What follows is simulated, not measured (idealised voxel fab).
voxel transistor to metal: a process module
Square cells of 5 nm make up the cross-section cut, whose width is 155 nm.
Each cross-section below is a grid of square cells, stated as bands in top-down order, with one or more rows of cells making up each band.
For a band, the entry starts with two heights in nm, that of the top and then that of the bottom, and carries on with the band's materials in order from left to right, each alongside its width in nm; the word "all across" beside a single material means it fills the band edge to edge, and "air" means empty space.
For the purposes of this specification, 0 denotes the height below which the wafer in its as-received condition is composed wholly of one material, and the lowermost band, lacking a lower limit, extends downward without end, as expressed in "0 and below".
Note: "30..40" means the width goes from the first number (top row of the band) to the second number (bottom row) in equal steps per row of cells.
Step marked "no alteration"? Then no cell in the cross-section changed in it.
Reported under the label "Encapsulated voids" are the empty spaces having no open way to the top and comprising 8 cells or more; the notation for each is width x height at distance, in which the distance is measured from the left edge and all three values are in nm.
Formally, on a step line, whatever follows the settings is a remark that the simulator itself makes on the step.
For masked steps, "overlay nm" on the step line gives how far right of plan the mask actually lay; a minus sign means it lay to the left.
## This section lists the process steps that were planned
1 RECEIVE, material Si
2 OXIDIZE, depth nm 5
3 CONFORMAL_DEP, material SiN, thk nm 15
4 MASKED_ETCH, tone cover, mask id ACTIVE, width nm 115, etch materials SiN, depth nm 15, overlay nm 0
5 MASKED_ETCH, tone cover, mask id ACTIVE, width nm 115, etch materials SiO2, depth nm 5, overlay nm 0
6 MASKED_ETCH, tone cover, mask id ACTIVE, width nm 115, etch materials Si, depth nm 25, overlay nm 0
7 FILL_DEP, material SiO2, thk nm 15
8 CMP, height nm 15
9 SELECTIVE_ETCH, etch materials SiO2, depth nm 10
10 STRIP, etch materials SiN
11 SELECTIVE_ETCH, etch materials SiO2, depth nm 5
12 OXIDIZE, depth nm 5
13 DIRECTIONAL_DEP, material polySi, thk nm 30
14 DIRECTIONAL_DEP, material SiCN, thk nm 10
15 MASKED_ETCH, tone cover, mask id GATE, width nm 25, etch materials SiCN, depth nm 20, overlay nm 0
16 MASKED_ETCH, tone cover, mask id GATE, width nm 25, etch materials polySi, depth nm 40, overlay nm 0
17 CONFORMAL_DEP, material SiN, thk nm 5
18 DIRECTIONAL_ETCH, etch materials SiN, depth nm 5
19 DIRECTIONAL_ETCH, etch materials SiO2, depth nm 5
20 DIRECTIONAL_ETCH, etch materials Si, depth nm 5
21 EPI, material pSi, thk nm 5
22 FILL_DEP, material SiO2, thk nm 5
23 CMP, height nm 35
24 DIRECTIONAL_DEP, material SiO2, thk nm 10
25 DIRECTIONAL_DEP, material aC, thk nm 10
26 PATTERN, tone open, mask id CONTACT, material resist, width nm 20, pitch nm 85, thk nm 25, overlay nm 0
27 DIRECTIONAL_ETCH, etch materials aC, depth nm 10
28 STRIP, etch materials resist
29 DIRECTIONAL_ETCH, etch materials SiO2, depth nm 55
30 STRIP, etch materials aC
31 CONFORMAL_DEP, material TiN, thk nm 5
32 FILL_DEP, material W, thk nm 5
33 CMP, height nm 45
34 DIRECTIONAL_DEP, material TiN, thk nm 5
35 DIRECTIONAL_DEP, material Ru, thk nm 25
36 PATTERN, tone cover, mask id METAL_1, material resist, width nm 20, pitch nm 85, thk nm 15, overlay nm 0
37 DIRECTIONAL_ETCH, etch materials Ru, depth nm 25
38 DIRECTIONAL_ETCH, etch materials TiN, depth nm 5
39 STRIP, etch materials resist
40 FILL_DEP, material lowk, thk nm 10
41 CMP, height nm 75
42 CONFORMAL_DEP, material SiCN, thk nm 5
43 DIRECTIONAL_DEP, material SiO2, thk nm 25
44 MASKED_ETCH, tone open, mask id METAL_2, width nm 20, pitch nm 85, etch materials SiO2, depth nm 15, overlay nm 0
45 PATTERN, tone open, mask id METAL_2_HOLES, material resist, width nm 15, pitch nm 85, thk nm 15, overlay nm 0
46 DIRECTIONAL_ETCH, etch materials SiO2, depth nm 10
47 DIRECTIONAL_ETCH, etch materials SiCN, depth nm 5
48 STRIP, etch materials resist
49 CONFORMAL_DEP, material TiN, thk nm 5
50 FILL_DEP, material Cu, thk nm 5
51 CMP, height nm 105
52 CONFORMAL_DEP, material SiCN, thk nm 5
## as received, after step 1
> 0 and below  Si all across
> Encapsulated voids: none
## First of two wafers at the end of the module, shown in cross-section; run carried out as planned
> 110 down to 105  SiCN all across
> 105 down to 95  SiO2 25 nm, TiN 5 nm, Cu 10 nm, TiN 5 nm, SiO2 65 nm, TiN 5 nm, Cu 10 nm, TiN 5 nm, SiO2 25 nm
> 95 down to 90  SiO2 25 nm, TiN 5 nm, Cu 5 nm, TiN 10 nm, SiO2 65 nm, TiN 5 nm, Cu 5 nm, TiN 10 nm, SiO2 25 nm
> 90 down to 80  SiO2 25 nm, TiN 5 nm, Cu 5 nm, TiN 5 nm, SiO2 70 nm, TiN 5 nm, Cu 5 nm, TiN 5 nm, SiO2 30 nm
> 80 down to 75  SiCN 25 nm, TiN 15 nm, SiCN 70 nm, TiN 15 nm, SiCN 30 nm
> 75 down to 50  lowk 25 nm, Ru 20 nm, lowk 65 nm, Ru 20 nm, lowk 25 nm
> 50 down to 45  lowk 25 nm, TiN 20 nm, lowk 65 nm, TiN 20 nm, lowk 25 nm
> 45 down to 35  SiO2 25 nm, TiN 5 nm, W 10 nm, TiN 5 nm, SiO2 65 nm, TiN 5 nm, W 10 nm, TiN 5 nm, SiO2 25 nm
> 35 down to 25  SiO2 25 nm, TiN 5 nm, W 10 nm, TiN 5 nm, SiO2 15 nm, SiN 5 nm, SiCN 25 nm, SiN 5 nm, SiO2 15 nm, TiN 5 nm, W 10 nm, TiN 5 nm, SiO2 25 nm
> 25 down to 0  SiO2 25 nm, TiN 5 nm, W 10 nm, TiN 5 nm, SiO2 15 nm, SiN 5 nm, polySi 25 nm, SiN 5 nm, SiO2 15 nm, TiN 5 nm, W 10 nm, TiN 5 nm, SiO2 25 nm
> 0 down to -5  SiO2 15 nm, SiN 5 nm, SiO2 5 nm, TiN 5 nm, W 10 nm, TiN 5 nm, SiO2 15 nm, SiN 5 nm, polySi 25 nm, SiN 5 nm, SiO2 15 nm, TiN 5 nm, W 10 nm, TiN 5 nm, SiO2 5 nm, SiN 5 nm, SiO2 15 nm
> -5 down to -10  SiO2 25 nm, TiN 20 nm, SiO2 10 nm, pSi 5 nm, SiO2 35 nm, pSi 5 nm, SiO2 10 nm, TiN 20 nm, SiO2 25 nm
> -10 down to -15  SiO2 20 nm, pSi 40 nm, Si 35 nm, pSi 40 nm, SiO2 20 nm
> -15 down to -30  SiO2 20 nm, Si 115 nm, SiO2 20 nm
> -30 and below  Si all across
> Encapsulated voids: none
## The second wafer, shown in cross-section after the module: started the same way as the first and given the same plan, yet one mistake crept into how it was run
> 110 down to 105  SiCN all across
> 105 down to 95  SiO2 25 nm, TiN 5 nm, Cu 10 nm, TiN 5 nm, SiO2 65 nm, TiN 5 nm, Cu 10 nm, TiN 5 nm, SiO2 25 nm
> 95 down to 90  SiO2 25 nm, TiN 5 nm, Cu 5 nm, TiN 10 nm, SiO2 65 nm, TiN 5 nm, Cu 5 nm, TiN 10 nm, SiO2 25 nm
> 90 down to 80  SiO2 25 nm, TiN 5 nm, Cu 5 nm, TiN 5 nm, SiO2 70 nm, TiN 5 nm, Cu 5 nm, TiN 5 nm, SiO2 30 nm
> 80 down to 75  SiCN 25 nm, TiN 15 nm, SiCN 70 nm, TiN 15 nm, SiCN 30 nm
> 75 down to 50  lowk 25 nm, Ru 20 nm, lowk 65 nm, Ru 20 nm, lowk 25 nm
> 50 down to 45  SiN all across
> 45 down to 35  SiO2 25 nm, TiN 5 nm, W 10 nm, TiN 5 nm, SiO2 65 nm, TiN 5 nm, W 10 nm, TiN 5 nm, SiO2 25 nm
> 35 down to 25  SiO2 25 nm, TiN 5 nm, W 10 nm, TiN 5 nm, SiO2 15 nm, SiN 5 nm, SiCN 25 nm, SiN 5 nm, SiO2 15 nm, TiN 5 nm, W 10 nm, TiN 5 nm, SiO2 25 nm
> 25 down to 0  SiO2 25 nm, TiN 5 nm, W 10 nm, TiN 5 nm, SiO2 15 nm, SiN 5 nm, polySi 25 nm, SiN 5 nm, SiO2 15 nm, TiN 5 nm, W 10 nm, TiN 5 nm, SiO2 25 nm
> 0 down to -5  SiO2 15 nm, SiN 5 nm, SiO2 5 nm, TiN 5 nm, W 10 nm, TiN 5 nm, SiO2 15 nm, SiN 5 nm, polySi 25 nm, SiN 5 nm, SiO2 15 nm, TiN 5 nm, W 10 nm, TiN 5 nm, SiO2 5 nm, SiN 5 nm, SiO2 15 nm
> -5 down to -10  SiO2 25 nm, TiN 20 nm, SiO2 10 nm, pSi 5 nm, SiO2 35 nm, pSi 5 nm, SiO2 10 nm, TiN 20 nm, SiO2 25 nm
> -10 down to -15  SiO2 20 nm, pSi 40 nm, Si 35 nm, pSi 40 nm, SiO2 20 nm
> -15 down to -30  SiO2 20 nm, Si 115 nm, SiO2 20 nm
> -30 and below  Si all across
> Encapsulated voids: none
The mistake made against the process plan was this: off-plan run, step 34, actual operation and settings DIRECTIONAL_DEP, material SiN, thk nm 5
It is noted that, at the conclusion of processing, the second wafer exhibits a higher or lower cell count for certain materials relative to the first: +31 SiN | -8 TiN | -23 lowk
